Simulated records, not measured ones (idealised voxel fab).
process module | voxel wiring stack
Square cells of 5 nm make up the cross-section cut, whose width is 230 nm.
We lay out every cross-section as a grid of square cells and spell it out in bands from the top down, where one band means one or more rows of cells.
A band entry consists of two parts. The first gives the height of the band's top and the height of its bottom, in nm. The rest lists the band's materials from left to right, each with its width in nm. A single material labelled with the word "full width" fills the band from edge to edge, and the word "blank" marks empty space.
Height 0 is the level under which the wafer as received is all one material. The lowest band goes on downwards, as in "z 0 and below".
Graded width ("30 to 40"): value in top row of band = first number; value in bottom row = second number; row-to-row change constant.
Where a step carries "nothing was modified", the cross-section came out of it unchanged, cell for cell.
Empty spaces without an open route to the top, at least 8 cells in extent, make up the entry "Fully closed voids"; each is given as width x height at distance, where the distance is measured from the left edge, and all are in nm.
Post-settings text on a step line: simulator's own remark regarding the step.
A step line may carry the setting "overlay nm", which, for steps involving a mask, states the distance by which the mask lay to the right of its intended position; negative values denote displacement to the left.

### List of planned process steps
1) RECEIVE,material Si
2) CONFORMAL_DEP,material SiO2,thk nm 10
3) DIRECTIONAL_DEP,material TiN,thk nm 5
4) DIRECTIONAL_DEP,material Ru,thk nm 25
5) PATTERN,tone cover,mask id METAL_1,material resist,width nm 25,pitch nm 55,thk nm 20,overlay nm 0
6) DIRECTIONAL_ETCH,etch materials Ru,depth nm 25
7) DIRECTIONAL_ETCH,etch materials TiN,depth nm 5
8) STRIP,etch materials resist
9) FILL_DEP,material SiO2,thk nm 10
10) CMP,height nm 40
11) CONFORMAL_DEP,material SiCN,thk nm 5
12) DIRECTIONAL_DEP,material lowk,thk nm 20
13) MASKED_ETCH,tone open,mask id PLUG_1,width nm 15,pitch nm 55,etch materials lowk,depth nm 20,overlay nm 0
14) MASKED_ETCH,tone open,mask id PLUG_1,width nm 15,pitch nm 55,etch materials SiCN,depth nm 5,overlay nm 0
15) EPI,material Ru,thk nm 10
16) EPI,material Ru,thk nm 10
17) EPI,material Ru,thk nm 5
18) CONFORMAL_DEP,material SiN,thk nm 5
19) DIRECTIONAL_DEP,material lowk,thk nm 20
20) MASKED_ETCH,tone open,mask id METAL_2,width nm 25,pitch nm 55,etch materials lowk,depth nm 20,overlay nm 0
21) MASKED_ETCH,tone open,mask id METAL_2,width nm 25,pitch nm 55,etch materials SiN,depth nm 5,overlay nm 0
22) CONFORMAL_DEP,material TiN,thk nm 5
23) FILL_DEP,material Ru,thk nm 10
24) CMP,height nm 90
25) EPI,material Ru,thk nm 5
26) FILL_DEP,material SiCN,thk nm 5
27) DIRECTIONAL_DEP,material lowk,thk nm 35
28) DIRECTIONAL_DEP,material aC,thk nm 10
29) PATTERN,tone open,mask id METAL_3,material resist,width nm 25,pitch nm 55,thk nm 25,overlay nm 0
30) DIRECTIONAL_ETCH,etch materials aC,depth nm 10
31) STRIP,etch materials resist
32) DIRECTIONAL_ETCH,etch materials lowk,depth nm 20
33) STRIP,etch materials aC
34) DIRECTIONAL_DEP,material aC,thk nm 10
35) PATTERN,tone open,mask id METAL_3_HOLES,material resist,width nm 15,pitch nm 55,thk nm 30,overlay nm 0
36) DIRECTIONAL_ETCH,etch materials aC,depth nm 10
37) STRIP,etch materials resist
38) DIRECTIONAL_ETCH,etch materials lowk,depth nm 15
39) DIRECTIONAL_ETCH,etch materials SiCN,depth nm 5
40) STRIP,etch materials aC
41) CONFORMAL_DEP,material TiN,thk nm 5
42) FILL_DEP,material Cu,thk nm 10
43) CMP,height nm 135
44) CONFORMAL_DEP,material SiN,thk nm 5

### Received-state cross-section, reflecting completion of step 1
> z 0 and below  Si full width
> Fully closed voids: none

### Cross-section: first of two wafers, module finished, run according to plan
> z 140 to 135  SiN full width
> z 135 to 120  lowk (75) / TiN (5) / Cu (15) / TiN (5) / lowk (30) / TiN (5) / Cu (15) / TiN (5) / lowk (75)
> z 120 to 115  lowk (75) / TiN (5) / Cu (5) / TiN (15) / lowk (30) / TiN (5) / Cu (5) / TiN (15) / lowk (75)
> z 115 to 100  lowk (75) / TiN (5) / Cu (5) / TiN (5) / lowk (40) / TiN (5) / Cu (5) / TiN (5) / lowk (85)
> z 100 to 95  SiCN (75) / TiN (15) / SiCN (40) / TiN (15) / SiCN (85)
> z 95 to 90  SiCN (70) / Ru (35) / SiCN (20) / Ru (35) / SiCN (70)
> z 90 to 70  lowk (75) / TiN (5) / Ru (15) / TiN (5) / lowk (30) / TiN (5) / Ru (15) / TiN (5) / lowk (75)
> z 70 to 65  SiN (75) / TiN (25) / SiN (30) / TiN (25) / SiN (75)
> z 65 to 45  lowk (75) / Ru (15) / lowk (40) / Ru (15) / lowk (85)
> z 45 to 40  SiCN (75) / Ru (15) / SiCN (40) / Ru (15) / SiCN (85)
> z 40 to 15  SiO2 (75) / Ru (25) / SiO2 (30) / Ru (25) / SiO2 (75)
> z 15 to 10  SiO2 (75) / TiN (25) / SiO2 (30) / TiN (25) / SiO2 (75)
> z 10 to 0  SiO2 full width
> z 0 and below  Si full width
> Fully closed voids: none

### Now the second wafer, cross-sectioned at the end of the module. Nothing different at the start, nothing different in the plan compared with the first, just one mistake when it was actually run
> z 140 to 135  SiN full width
> z 135 to 120  lowk (75) / TiN (5) / Cu (15) / TiN (5) / lowk (30) / TiN (5) / Cu (15) / TiN (5) / lowk (75)
> z 120 to 115  lowk (75) / TiN (5) / Cu (5) / TiN (15) / lowk (30) / TiN (5) / Cu (5) / TiN (15) / lowk (75)
> z 115 to 100  lowk (75) / TiN (5) / Cu (5) / TiN (5) / lowk (40) / TiN (5) / Cu (5) / TiN (5) / lowk (85)
> z 100 to 95  SiCN (75) / TiN (15) / SiCN (40) / TiN (15) / SiCN (85)
> z 95 to 90  SiCN (70) / Ru (35) / SiCN (20) / Ru (35) / SiCN (70)
> z 90 to 70  lowk (75) / TiN (5) / Ru (15) / TiN (5) / lowk (30) / TiN (5) / Ru (15) / TiN (5) / lowk (75)
> z 70 to 65  SiN (75) / TiN (25) / SiN (30) / TiN (25) / SiN (75)
> z 65 to 45  lowk (75) / SiN (5) / TiN (5) / SiN (5) / lowk (40) / SiN (5) / TiN (5) / SiN (5) / lowk (85)
> z 45 to 40  SiCN (75) / SiN (5) / TiN (5) / SiN (5) / SiCN (40) / SiN (5) / TiN (5) / SiN (5) / SiCN (85)
> z 40 to 30  SiO2 full width
> z 30 to 5  SiO2 (75) / Ru (25) / SiO2 (30) / Ru (25) / SiO2 (75)
> z 5 to 0  SiO2 (75) / TiN (25) / SiO2 (30) / TiN (25) / SiO2 (75)
> z 0 and below  Si full width
> Fully closed voids: none
Deviation noted in wafer processing: step 2 was left out
Final tally in cells, some materials are higher or lower on the second wafer than on the first: Ru: 30 fewer; SiN: 20 more; TiN: 10 more
